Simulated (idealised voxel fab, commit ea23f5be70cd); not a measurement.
The process module that follows is named voxel plated lines.
255 nm wide, 5 nm square cells: that's cross-section cut.
Cross-section format: a grid of square cells, given as bands from top to bottom; each band is one or more rows of cells.
The band entry comprises the height of the band's top followed by the height of its bottom, expressed in nm, and subsequently the band's materials from left to right, each stated together with its width in nm. Where a single material is marked with the word "everywhere", that material fills the band from edge to edge. The word "blank" represents empty space.
Convention: height 0 is the level below which the wafer, as received, is all one material. The lowest band does not terminate at the bottom but continues downward, represented as "from 0 down".
A width given as "30->40" starts at the first number in the band's top row and ends at the second number in its bottom row, shifting by an equal amount at every step from row to row.
Given "nothing different" for a step, no cell of the cross-section differs between before and after that step.
Heads up: "Fully sealed voids" only lists the empty pockets with no open path to the top that are 8 cells or more, and it writes them as width x height at distance, distance from the left edge, in nm.
Where a step's line continues beyond its settings, the continuation is a remark by the simulator itself on that step.
On any step carrying a mask, the "overlay nm" setting, if present on the step's line, tells how far right of its planned place the mask lay; negative values point to the left.
HERE'S WHAT THE PLANNED PROCESS STEPS LOOK LIKE
1) RECEIVE | material Si
2) CONFORMAL_DEP | material Al2O3 | thk nm 5
3) DIRECTIONAL_DEP | material TiN | thk nm 5
4) PATTERN | tone open | mask id LINES | material resist | width nm 15 | pitch nm 40 | thk nm 30 | overlay nm 0
5) EPI | material Ru | thk nm 10
6) EPI | material Ru | thk nm 5
7) STRIP | etch materials resist
8) DIRECTIONAL_ETCH | etch materials TiN | depth nm 5
9) CONFORMAL_DEP | material SiO2 | thk nm 5
The wafers are alike at the start. At step 2, their thk nm differs. The plan lists the first wafer's value.
THIS IS HOW THE FIRST OF SEVERAL WAFERS LOOKED IN CROSS-SECTION WHEN IT ARRIVED, WHICH IS AFTER STEP 1
    from 0 down = Si everywhere
    Fully sealed voids: none
HERE IS HOW TO READ THE ROWS: EVERY WAFER HAS A ROW, AND IT SHOWS THE WAFER AT THE END OF THE MODULE, GIVING FOR EACH MATERIAL HOW MANY CELLS WERE GAINED (+) OR LOST (-) SINCE THE WAFER WAS RECEIVED, THEN LISTING ITS CLOSED VOIDS
thk nm 5; +51 Al2O3; +18 Ru; +67 SiO2; +6 TiN; Fully sealed voids: none
thk nm 10; +102 Al2O3; +18 Ru; +67 SiO2; +6 TiN; Fully sealed voids: none
thk nm 15; +153 Al2O3; +18 Ru; +67 SiO2; +6 TiN; Fully sealed voids: none
thk nm 20; +204 Al2O3; +18 Ru; +67 SiO2; +6 TiN; Fully sealed voids: none
thk nm 25; +255 Al2O3; +18 Ru; +67 SiO2; +6 TiN; Fully sealed voids: none
thk nm 30; +306 Al2O3; +18 Ru; +67 SiO2; +6 TiN; Fully sealed voids: none
